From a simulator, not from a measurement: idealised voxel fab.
voxel released beams: a process module
For reference, the cross-section in this document is cut, with width 165 nm and square cells of 5 nm.
Just so we're on the same page, the cross-sections are grids of square cells, and they're listed out in bands top to bottom, each band one or more rows deep.
Each band's line starts with the height of the band's top and of its bottom, in nm. Then come its materials from left to right, each with its width in nm. One material with "edge to edge" fills the band from edge to edge. "blank" is empty space.
Height reference: 0 = level under which incoming wafer is all one material. Lowest band: no bottom, runs on downward, e.g. "from 0 down".
Per-row width for "30 to 40": begins at first number (top row of band), ends at second number (bottom row), increment between rows held constant.
The designation "same as before", where it is given for a processing step, indicates that no cell of the cross-section was altered in the course of that step.
Closed-off voids of 8+ cells (no open route to the top) go in "Trapped voids", written width x height at distance from the left edge, in nm.
Post-settings text on a step line: simulator's own remark regarding the step.
The line of a step may include "overlay nm". On a step with a mask, this value is how far to the right of its planned place the mask lay. A negative value means the mask lay to the left.
The planned process steps are enumerated hereunder:
1. RECEIVE | material Si
2. CONFORMAL_DEP | material SiN | thk nm 5
3. DIRECTIONAL_DEP | material SiO2 | thk nm 20
4. DIRECTIONAL_DEP | material aC | thk nm 15
5. PATTERN | tone open | mask id ANCHOR | material resist | width nm 30 | thk nm 30 | overlay nm 0
6. DIRECTIONAL_ETCH | etch materials aC | depth nm 15
7. STRIP | etch materials resist
8. DIRECTIONAL_ETCH | etch materials SiO2 | depth nm 20
9. STRIP | etch materials aC
10. CONFORMAL_DEP | material polySi | thk nm 10
11. PATTERN | tone cover | mask id BEAM | material resist | width nm 75 | thk nm 15 | overlay nm 0
12. DIRECTIONAL_ETCH | etch materials polySi | depth nm 10
13. STRIP | etch materials resist
14. STRIP | etch materials SiO2
Cross-section of the incoming wafer, state after step 1:
* from 0 down  Si edge to edge
* Trapped voids: none
Wafer at module end, in section. Began as above, planned as above, run with one mistake:
* from 45 to 35  blank (40) | polySi (15) | blank (10) | polySi (50) | blank (50)
* from 35 to 25  blank (45) | polySi (10) | blank (10) | polySi (10) | blank (90)
* from 25 to 15  blank (45) | polySi (30) | blank (90)
* from 15 to 0  SiN edge to edge
* from 0 down  Si edge to edge
* Trapped voids: none
What was done differently from what was planned? step 2, actual vs plan mismatch, actual run CONFORMAL_DEP | material SiN | thk nm 15
